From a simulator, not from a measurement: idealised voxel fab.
process module | voxel plated lines
The cross-section on display is named cut; it measures 245 nm wide, and its cells are 5 nm squares.
Heads up, the way a cross-section reads in here is a grid of square cells, handed over as bands from the top down, with every band being one or more rows of cells.
Basically the band line says how high the top is and how high the bottom is, in nm, and then what's in it from left to right, every material with its width in nm. Empty space shows up as "air", and if a single material carries "everywhere" it runs the full band edge to edge.
Heads up on the height convention: 0 is the point under which the incoming wafer is all one material, and the lowest band has no bottom, it just keeps going down, like "from 0 down".
With a width like "30->40", each row of cells in the band differs from the next by the same amount, the top row carrying the first number and the bottom row the second.
"everything unchanged" after a step means that no cell of the cross-section changed.
The list in "Fully closed voids" covers empty spaces of 8 cells or more that cannot reach the top through any open way, and it gives each as width x height at distance; the distance is from the left edge, and width, height and distance are in nm.
Whatever follows a step's settings on its line is a remark the simulator itself makes about that step.
overlay nm: mask offset rightward from planned place, masked step; negative means leftward offset.
# List of planned process steps
1) RECEIVE, material Si
2) CONFORMAL_DEP, material SiN, thk nm 15
3) DIRECTIONAL_DEP, material TiN, thk nm 5
4) PATTERN, tone open, mask id LINES, material resist, width nm 15, pitch nm 45, thk nm 15, overlay nm 0
5) EPI, material Ru, thk nm 10
6) STRIP, etch materials resist
7) DIRECTIONAL_ETCH, etch materials TiN, depth nm 5
8) CONFORMAL_DEP, material SiO2, thk nm 5
Same starting wafers, different width nm at step 4. Plan value belongs to the first wafer.
# So this is the first of several wafers, cross-sectioned as it came to us, meaning it's at the end of step 1
    from 0 down = Si everywhere
    Fully closed voids: none
# Cross-section of the first of several wafers once the module has run through its last step, step 8
    from 35 to 30 = air 45 nm  SiO2 25 nm  air 20 nm  SiO2 25 nm  air 20 nm  SiO2 25 nm  air 20 nm  SiO2 25 nm  air 40 nm
    from 30 to 20 = air 45 nm  SiO2 5 nm  Ru 15 nm  SiO2 5 nm  air 20 nm  SiO2 5 nm  Ru 15 nm  SiO2 5 nm  air 20 nm  SiO2 5 nm  Ru 15 nm  SiO2 5 nm  air 20 nm  SiO2 5 nm  Ru 15 nm  SiO2 5 nm  air 40 nm
    from 20 to 15 = SiO2 50 nm  TiN 15 nm  SiO2 30 nm  TiN 15 nm  SiO2 30 nm  TiN 15 nm  SiO2 30 nm  TiN 15 nm  SiO2 45 nm
    from 15 to 0 = SiN everywhere
    from 0 down = Si everywhere
    Fully closed voids: none
# Cross-sectional view, end of module, last wafer of several
    from 35 to 30 = air 35 nm  SiO2 40 nm  air 5 nm  SiO2 40 nm  air 5 nm  SiO2 40 nm  air 5 nm  SiO2 40 nm  air 35 nm
    from 30 to 20 = air 35 nm  SiO2 5 nm  Ru 30 nm  SiO2 5 nm  air 5 nm  SiO2 5 nm  Ru 30 nm  SiO2 5 nm  air 5 nm  SiO2 5 nm  Ru 30 nm  SiO2 5 nm  air 5 nm  SiO2 5 nm  Ru 30 nm  SiO2 5 nm  air 35 nm
    from 20 to 15 = SiO2 40 nm  TiN 30 nm  SiO2 15 nm  TiN 30 nm  SiO2 15 nm  TiN 30 nm  SiO2 15 nm  TiN 30 nm  SiO2 40 nm
    from 15 to 0 = SiN everywhere
    from 0 down = Si everywhere
    Fully closed voids: none
# The following table contains a row per wafer, in which are reported, at the conclusion of the module, the cells of each material gained (+) or lost (-) since the wafer's receipt, with its closed voids given thereafter
width nm 15, +24 Ru, +147 SiN, +73 SiO2, +12 TiN, Fully closed voids: none
width nm 20, +32 Ru, +147 SiN, +73 SiO2, +16 TiN, Fully closed voids: none
width nm 25, +40 Ru, +147 SiN, +73 SiO2, +20 TiN, Fully closed voids: none
width nm 30, +48 Ru, +147 SiN, +73 SiO2, +24 TiN, Fully closed voids: none
